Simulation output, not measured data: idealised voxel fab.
process module | voxel capacitor over wiring
cross-section cut | 290 nm wide | cells 5 nm
A cross-section is a grid of square cells, given in bands from the top down. A band is one or more rows of cells.
Each band's line starts with the height of the band's top and of its bottom, in nm. Then come its materials from left to right, each with its width in nm. One material with "throughout" fills the band from edge to edge. "air" is empty space.
Height 0 is the level under which the wafer as received is all one material. The lowest band goes on downwards, as in "0 down".
A width such as "30 to 40" changes by the same amount from each row of cells to the next, from the band's top row to its bottom row.
"no change" after a step means that no cell of the cross-section changed.
closed voids: empty space of 8 cells or more with no open way to the top, each as width x height at its distance from the left edge, in nm
after a step's settings: what the simulator itself notes on the step
overlay nm, on a step with a mask: how far to the right of its planned place the mask lay; to the left if negative
plan
1 op RECEIVE | material Si
2 op CONFORMAL_DEP | material SiO2 | thk nm 15
3 op DIRECTIONAL_DEP | material TiN | thk nm 5
4 op DIRECTIONAL_DEP | material Ru | thk nm 20
5 op DIRECTIONAL_DEP | material aC | thk nm 15
6 op PATTERN | tone cover | mask id METAL_1 | material resist | width nm 30 | pitch nm 95 | thk nm 35 | overlay nm 0
7 op DIRECTIONAL_ETCH | etch materials aC | depth nm 15
8 op STRIP | etch materials resist
9 op DIRECTIONAL_ETCH | etch materials Ru | depth nm 20
10 op DIRECTIONAL_ETCH | etch materials TiN | depth nm 5
11 op STRIP | etch materials aC
12 op FILL_DEP | material lowk | thk nm 5
13 op CMP | height nm 40
14 op CONFORMAL_DEP | material SiCN | thk nm 5
15 op DIRECTIONAL_DEP | material SiO2 | thk nm 15
16 op DIRECTIONAL_DEP | material aC | thk nm 10
17 op PATTERN | tone open | mask id PLUG_1 | material resist | width nm 15 | thk nm 25 | overlay nm 0
18 op DIRECTIONAL_ETCH | etch materials aC | depth nm 10
19 op STRIP | etch materials resist
20 op DIRECTIONAL_ETCH | etch materials SiO2 | depth nm 15
21 op DIRECTIONAL_ETCH | etch materials SiCN | depth nm 5
22 op STRIP | etch materials aC
23 op CONFORMAL_DEP | material TiN | thk nm 5
24 op FILL_DEP | material Cu | thk nm 10
25 op CMP | height nm 60
26 op DIRECTIONAL_DEP | material TiN | thk nm 10
27 op DIRECTIONAL_DEP | material Al2O3 | thk nm 5
28 op DIRECTIONAL_DEP | material TiN | thk nm 10
29 op PATTERN | tone cover | mask id UPPER_PLATE | material resist | width nm 70 | thk nm 15 | overlay nm 0
30 op DIRECTIONAL_ETCH | etch materials TiN | depth nm 10
31 op DIRECTIONAL_ETCH | etch materials Al2O3 | depth nm 5
32 op STRIP | etch materials resist
33 op MASKED_ETCH | tone cover | mask id LOWER_PLATE | width nm 80 | etch materials TiN | depth nm 10 | overlay nm 0
34 op FILL_DEP | material SiO2 | thk nm 20
35 op CMP | height nm 100
36 op MASKED_ETCH | tone open | mask id PLUG_2 | width nm 15 | etch materials SiO2 | depth nm 15 | overlay nm 0
37 op CONFORMAL_DEP | material TiN | thk nm 5
38 op FILL_DEP | material W | thk nm 10
39 op CMP | height nm 100
40 op CONFORMAL_DEP | material SiN | thk nm 5
as received, after step 1
  0 down: Si throughout
  closed voids: none
first wafer at the end, as planned
  105 to 100: SiN throughout
  100 to 90: SiO2 105 | TiN 5 | W 5 | TiN 5 | SiO2 170
  90 to 85: SiO2 105 | TiN 15 | SiO2 170
  85 to 75: SiO2 95 | TiN 70 | SiO2 125
  75 to 70: SiO2 95 | Al2O3 70 | SiO2 125
  70 to 60: SiO2 90 | TiN 80 | SiO2 120
  60 to 45: SiO2 95 | TiN 5 | Cu 5 | TiN 5 | SiO2 180
  45 to 40: SiCN 95 | TiN 15 | SiCN 180
  40 to 20: lowk 80 | Ru 30 | lowk 65 | Ru 30 | lowk 85
  20 to 15: lowk 80 | TiN 30 | lowk 65 | TiN 30 | lowk 85
  15 to 0: SiO2 throughout
  0 down: Si throughout
  closed voids: none
second wafer at the end: like start, like plan, one mistake
  105 to 100: SiN throughout
  100 to 90: SiO2 105 | TiN 5 | W 5 | TiN 5 | SiO2 170
  90 to 85: SiO2 105 | TiN 15 | SiO2 170
  85 to 75: SiO2 90 | TiN 5 | SiO2 70 | TiN 5 | SiO2 120
  75 to 70: Al2O3 95 | SiO2 70 | Al2O3 125
  70 to 60: TiN throughout
  60 to 45: SiO2 95 | TiN 5 | Cu 5 | TiN 5 | SiO2 180
  45 to 40: SiCN 95 | TiN 15 | SiCN 180
  40 to 20: lowk 80 | Ru 30 | lowk 65 | Ru 30 | lowk 85
  20 to 15: lowk 80 | TiN 30 | lowk 65 | TiN 30 | lowk 85
  15 to 0: SiO2 throughout
  0 down: Si throughout
  closed voids: none
what went wrong: step 29 ran as: op PATTERN | tone open | mask id UPPER_PLATE | material resist | width nm 70 | thk nm 15 | overlay nm 0
at the end the second wafer has, in cells: 30 more of Al2O3 | 90 fewer of SiO2 | 60 more of TiN
